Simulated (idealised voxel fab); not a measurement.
The document below concerns the process module designated voxel self aligned contacts.
Cross-section cut: width 215 nm, square cells of 5 nm.
Cross-sections here: square-cell grids, written as top-down lists of bands, a band being one or more rows of cells. This entry defines a band. It first specifies the height of the band's top and the height of its bottom in nm, and then specifies the band's materials from left to right, stating each material with its width in nm. The word "throughout" identifies a single material that fills the band from edge to edge, while the word "air" identifies empty space. Below 0: as-received wafer, all one material; heights counted from there. Lowest band: no bottom, goes on down, written "0..down". Quick explanation for "30..40": the width changes in equal steps down the rows of cells, from the first number in the band's top row to the second number in its bottom row. Where a step carries "remained unchanged", the cross-section came out of it unchanged, cell for cell. "Non-vented voids": sealed empty spaces, 8 cells or more, no open way to top, listed width x height at distance, with distance from the left edge and width, height and distance in nm. What comes after the settings on a step's line is commentary from the simulator itself on that step. Regarding "overlay nm": on a step with a mask, it is the distance the mask lay to the right of its planned place; a negative value places it to the left.
Intended process steps
- 1: RECEIVE [material Si]
- 2: OXIDIZE [depth nm 5]
- 3: DIRECTIONAL_DEP [material polySi] [thk nm 20]
- 4: DIRECTIONAL_DEP [material SiN] [thk nm 15]
- 5: DIRECTIONAL_DEP [material aC] [thk nm 15]
- 6: PATTERN [tone cover] [mask id GATE] [material resist] [width nm 30] [pitch nm 65] [thk nm 30] [overlay nm 0]
- 7: DIRECTIONAL_ETCH [etch materials aC] [depth nm 15]
- 8: STRIP [etch materials resist]
- 9: DIRECTIONAL_ETCH [etch materials SiN] [depth nm 15]
- 10: DIRECTIONAL_ETCH [etch materials polySi] [depth nm 20]
- 11: STRIP [etch materials aC]
- 12: CONFORMAL_DEP [material SiN] [thk nm 5]
- 13: DIRECTIONAL_ETCH [etch materials SiN] [depth nm 5]
- 14: FILL_DEP [material SiO2] [thk nm 15]
- 15: CMP [height nm 45]
- 16: DIRECTIONAL_DEP [material aC] [thk nm 10]
- 17: PATTERN [tone open] [mask id CONTACT] [material resist] [width nm 45] [pitch nm 65] [thk nm 25] [overlay nm 0]
- 18: DIRECTIONAL_ETCH [etch materials aC] [depth nm 10]
- 19: STRIP [etch materials resist]
- 20: DIRECTIONAL_ETCH [etch materials SiO2] [depth nm 50]
- 21: STRIP [etch materials aC]
- 22: CONFORMAL_DEP [material TiN] [thk nm 5]
- 23: FILL_DEP [material W] [thk nm 5]
- 24: CMP [height nm 45]
- 25: CONFORMAL_DEP [material SiN] [thk nm 5]
Wafer as received: cross-section following step 1
> 0..down | Si throughout
> Non-vented voids: none
Module complete - cross-section of the first of two wafers, run according to plan
> 50..45 | SiN throughout
> 45..35 | SiO2 50 nm | TiN 5..15 nm | W 35..15 nm | TiN 5..15 nm | SiO2 20 nm | TiN 5..15 nm | W 35..15 nm | TiN 5..15 nm | SiO2 55 nm
> 35..20 | SiO2 20 nm | SiN 40 nm | TiN 5 nm | W 15 nm | TiN 5 nm | SiN 40 nm | TiN 5 nm | W 15 nm | TiN 5 nm | SiN 40 nm | SiO2 25 nm
> 20..0 | SiO2 20 nm | SiN 5 nm | polySi 30 nm | SiN 5 nm | TiN 5 nm | W 15 nm | TiN 5 nm | SiN 5 nm | polySi 30 nm | SiN 5 nm | TiN 5 nm | W 15 nm | TiN 5 nm | SiN 5 nm | polySi 30 nm | SiN 5 nm | SiO2 25 nm
> 0..-5 | SiO2 60 nm | TiN 25 nm | SiO2 40 nm | TiN 25 nm | SiO2 65 nm
> -5..down | Si throughout
> Non-vented voids: none
This is the second of the two wafers, cross-sectioned at the end of the module; it started exactly like the first and was given the same plan, but it was run with one mistake
> 50..45 | SiN throughout
> 45..35 | SiO2 50 nm | TiN 5..15 nm | W 35..15 nm | TiN 5..15 nm | SiO2 20 nm | TiN 5..15 nm | W 35..15 nm | TiN 5..15 nm | SiO2 55 nm
> 35..20 | SiO2 20 nm | SiN 40 nm | TiN 5 nm | W 15 nm | TiN 5 nm | SiN 40 nm | TiN 5 nm | W 15 nm | TiN 5 nm | SiN 40 nm | SiO2 25 nm
> 20..5 | SiO2 20 nm | SiN 5 nm | polySi 30 nm | SiN 5 nm | TiN 5 nm | W 15 nm | TiN 5 nm | SiN 5 nm | polySi 30 nm | SiN 5 nm | TiN 5 nm | W 15 nm | TiN 5 nm | SiN 5 nm | polySi 30 nm | SiN 5 nm | SiO2 25 nm
> 5..0 | SiO2 20 nm | SiN 5 nm | polySi 30 nm | SiN 5 nm | TiN 25 nm | SiN 5 nm | polySi 30 nm | SiN 5 nm | TiN 25 nm | SiN 5 nm | polySi 30 nm | SiN 5 nm | SiO2 25 nm
> 0..down | Si throughout
> Non-vented voids: none
Nonconformance to the process plan: plan step 2 never ran because it was skipped
Materials where the second wafer ends with more or fewer cells than the first: Si +43; SiO2 -33; TiN -4; W -6
